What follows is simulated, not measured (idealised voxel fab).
Process module name: voxel wiring stack
Shown is cross-section cut, with a width of 260 nm and square cells of size 5 nm.
Just so we're on the same page, the cross-sections are grids of square cells, and they're listed out in bands top to bottom, each band one or more rows deep. First you get the band's top height and its bottom height, in nm, and then the materials it's made of, left to right, with each width in nm. If you see a single material with "throughout", that one covers the band edge to edge. "blank" is empty space. Heights from 0 (as-received wafer is one material below). Bottom band endless downward, as "0..down". Quick explanation for "30->40": the width changes in equal steps down the rows of cells, from the first number in the band's top row to the second number in its bottom row. Given "no modification" for a step, no cell of the cross-section differs between before and after that step. What "closed voids" gives you is every empty space of 8 cells or more that is cut off from the top. Each appears as width x height at distance, with the distance taken from the left edge and width, height and distance all in nm. The remark found on a step's line after its settings is issued by the simulator itself and pertains to that step. overlay nm: mask right of planned place by this much (step with mask). Neg. = left.

The process steps that were planned are listed below
1 RECEIVE (material Si)
2 CONFORMAL_DEP (material SiO2; thk nm 10)
3 CONFORMAL_DEP (material SiCN; thk nm 5)
4 DIRECTIONAL_DEP (material SiO2; thk nm 25)
5 MASKED_ETCH (tone open; mask id METAL_1; width nm 30; pitch nm 55; etch materials SiO2; depth nm 25; overlay nm 0)
6 MASKED_ETCH (tone open; mask id METAL_1; width nm 30; pitch nm 55; etch materials SiCN; depth nm 5; overlay nm 0)
7 CONFORMAL_DEP (material TiN; thk nm 5)
8 FILL_DEP (material Cu; thk nm 5)
9 CMP (height nm 40)
10 CONFORMAL_DEP (material SiCN; thk nm 5)
11 DIRECTIONAL_DEP (material SiO2; thk nm 35)
12 PATTERN (tone open; mask id METAL_2_HOLES; material resist; width nm 15; pitch nm 55; thk nm 15; overlay nm 0)
13 DIRECTIONAL_ETCH (etch materials SiO2; depth nm 35)
14 STRIP (etch materials resist)
15 PATTERN (tone open; mask id METAL_2; material resist; width nm 30; pitch nm 55; thk nm 20; overlay nm 0)
16 DIRECTIONAL_ETCH (etch materials SiO2; depth nm 20)
17 DIRECTIONAL_ETCH (etch materials SiCN; depth nm 5)
18 STRIP (etch materials resist)
19 CONFORMAL_DEP (material TiN; thk nm 5)
20 FILL_DEP (material Ru; thk nm 5)
21 CMP (height nm 80)
22 CONFORMAL_DEP (material SiCN; thk nm 5)
23 DIRECTIONAL_DEP (material SiO2; thk nm 25)
24 PATTERN (tone open; mask id METAL_3; material resist; width nm 30; pitch nm 55; thk nm 15; overlay nm 0)
25 DIRECTIONAL_ETCH (etch materials SiO2; depth nm 15)
26 STRIP (etch materials resist)
27 PATTERN (tone open; mask id METAL_3_HOLES; material resist; width nm 15; pitch nm 55; thk nm 20; overlay nm 0)
28 DIRECTIONAL_ETCH (etch materials SiO2; depth nm 10)
29 DIRECTIONAL_ETCH (etch materials SiCN; depth nm 5)
30 STRIP (etch materials resist)
31 CONFORMAL_DEP (material TiN; thk nm 5)
32 FILL_DEP (material Ru; thk nm 5)
33 CMP (height nm 110)
34 CONFORMAL_DEP (material SiCN; thk nm 5)

So this is the incoming wafer in cross-section - it's already been through step 1
    0..down = Si throughout
    closed voids: none

This is how the wafer looks in cross-section once the module is done, given the starting state and plan above and one mistake in carrying the plan out
    115..110 = SiCN throughout
    110..100 = 30 SiO2; 5 TiN; 20 Ru; 5 TiN; 25 SiO2; 5 TiN; 20 Ru; 5 TiN; 25 SiO2; 5 TiN; 20 Ru; 5 TiN; 25 SiO2; 5 TiN; 20 Ru; 5 TiN; 35 SiO2
    100..95 = 30 SiO2; 5 TiN; 5 Ru; 20 TiN; 25 SiO2; 5 TiN; 5 Ru; 20 TiN; 25 SiO2; 5 TiN; 5 Ru; 20 TiN; 25 SiO2; 5 TiN; 5 Ru; 20 TiN; 35 SiO2
    95..85 = 30 SiO2; 5 TiN; 5 Ru; 5 TiN; 40 SiO2; 5 TiN; 5 Ru; 5 TiN; 40 SiO2; 5 TiN; 5 Ru; 5 TiN; 40 SiO2; 5 TiN; 5 Ru; 5 TiN; 50 SiO2
    85..80 = 30 SiCN; 15 TiN; 40 SiCN; 15 TiN; 40 SiCN; 15 TiN; 40 SiCN; 15 TiN; 50 SiCN
    80..65 = 30 SiO2; 5 TiN; 5 Ru; 5 TiN; 40 SiO2; 5 TiN; 5 Ru; 5 TiN; 40 SiO2; 5 TiN; 5 Ru; 5 TiN; 40 SiO2; 5 TiN; 5 Ru; 5 TiN; 50 SiO2
    65..60 = 30 SiO2; 15 TiN; 40 SiO2; 15 TiN; 40 SiO2; 15 TiN; 40 SiO2; 15 TiN; 50 SiO2
    60..45 = SiO2 throughout
    45..40 = SiCN throughout
    40..15 = 30 SiO2; 5 TiN; 20 Cu; 5 TiN; 25 SiO2; 5 TiN; 20 Cu; 5 TiN; 25 SiO2; 5 TiN; 20 Cu; 5 TiN; 25 SiO2; 5 TiN; 20 Cu; 5 TiN; 35 SiO2
    15..10 = 30 SiCN; 30 TiN; 25 SiCN; 30 TiN; 25 SiCN; 30 TiN; 25 SiCN; 30 TiN; 35 SiCN
    10..0 = SiO2 throughout
    0..down = Si throughout
    closed voids: none
Plan not followed: in the plan, step 11 was performed twice
